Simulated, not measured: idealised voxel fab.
process module | voxel gate over fins
Pictured: cross-section cut, 145 nm wide, on a grid of 5 nm square cells.
When this document writes out a cross-section, it uses a grid of square cells and lists it as bands, beginning at the top and moving down, with a band standing for one or more rows of cells.
Heights first: top, then bottom, in nm. Then materials, left to right, each with a width in nm. "all across" on a single material: fills the band edge to edge. "air": empty space.
Convention: height 0 is the level below which the wafer, as received, is all one material. The lowest band does not terminate at the bottom but continues downward, represented as "z 0 and below".
You'd read "30 to 40" like this: the band's top row of cells is as wide as the first number, its bottom row is as wide as the second, and going down, every row changes width by the same amount as the row before did.
Where the words "everything unchanged" appear for a step, the cross-section shows no cell changed by that step; every cell remained as before.
"Enclosed void list" enumerates empty spaces isolated from the top, with no open way to it, that contain at least 8 cells, giving each as width x height at distance from the left edge, all three in nm.
after a step's settings: what the simulator itself notes on the step
overlay nm: on a step with a mask, how far right of its planned place the mask lay; negative means left.

Set out below are the planned steps of the process
step 1: RECEIVE, material Si
step 2: CONFORMAL_DEP, material SiN, thk nm 10
step 3: DIRECTIONAL_DEP, material aC, thk nm 15
step 4: PATTERN, tone cover, mask id FINS, material resist, width nm 15, pitch nm 40, thk nm 35, overlay nm 0
step 5: DIRECTIONAL_ETCH, etch materials aC, depth nm 15
step 6: STRIP, etch materials resist
step 7: DIRECTIONAL_ETCH, etch materials SiN, depth nm 10
step 8: DIRECTIONAL_ETCH, etch materials Si, depth nm 30
step 9: STRIP, etch materials aC
step 10: OXIDIZE, depth nm 5
step 11: FILL_DEP, material SiO2, thk nm 10
step 12: CMP, height nm 10
step 13: SELECTIVE_ETCH, etch materials SiO2, depth nm 25
step 14: STRIP, etch materials SiN
step 15: CONFORMAL_DEP, material HfO2, thk nm 5
step 16: CONFORMAL_DEP, material TiN, thk nm 5
step 17: FILL_DEP, material W, thk nm 10
step 18: CMP, height nm 15
step 19: CONFORMAL_DEP, material SiN, thk nm 5
Quick note for whoever runs this: the wafers start identical, but the thk nm at step 15 isn't the same across them. The plan just shows what the first wafer had.

Received condition of the first of several wafers, sectioned: post-step 1
  z 0 and below: Si all across
  Enclosed void list: none

Row per wafer, end-of-module: cell gain (+)/loss (-) by material since the wafer came in, then closed voids
thk nm 5 | +47 HfO2 | -182 Si | +29 SiN | +104 SiO2 | +47 TiN | +71 W | Enclosed void list: none
thk nm 10 | +94 HfO2 | -182 Si | +29 SiN | +104 SiO2 | +47 TiN | +24 W | Enclosed void list: none
thk nm 15 | +141 HfO2 | -182 Si | +29 SiN | +104 SiO2 | +16 TiN | +8 W | Enclosed void list: none
thk nm 20 | +157 HfO2 | -182 Si | +29 SiN | +104 SiO2 | +6 TiN | +2 W | Enclosed void list: none
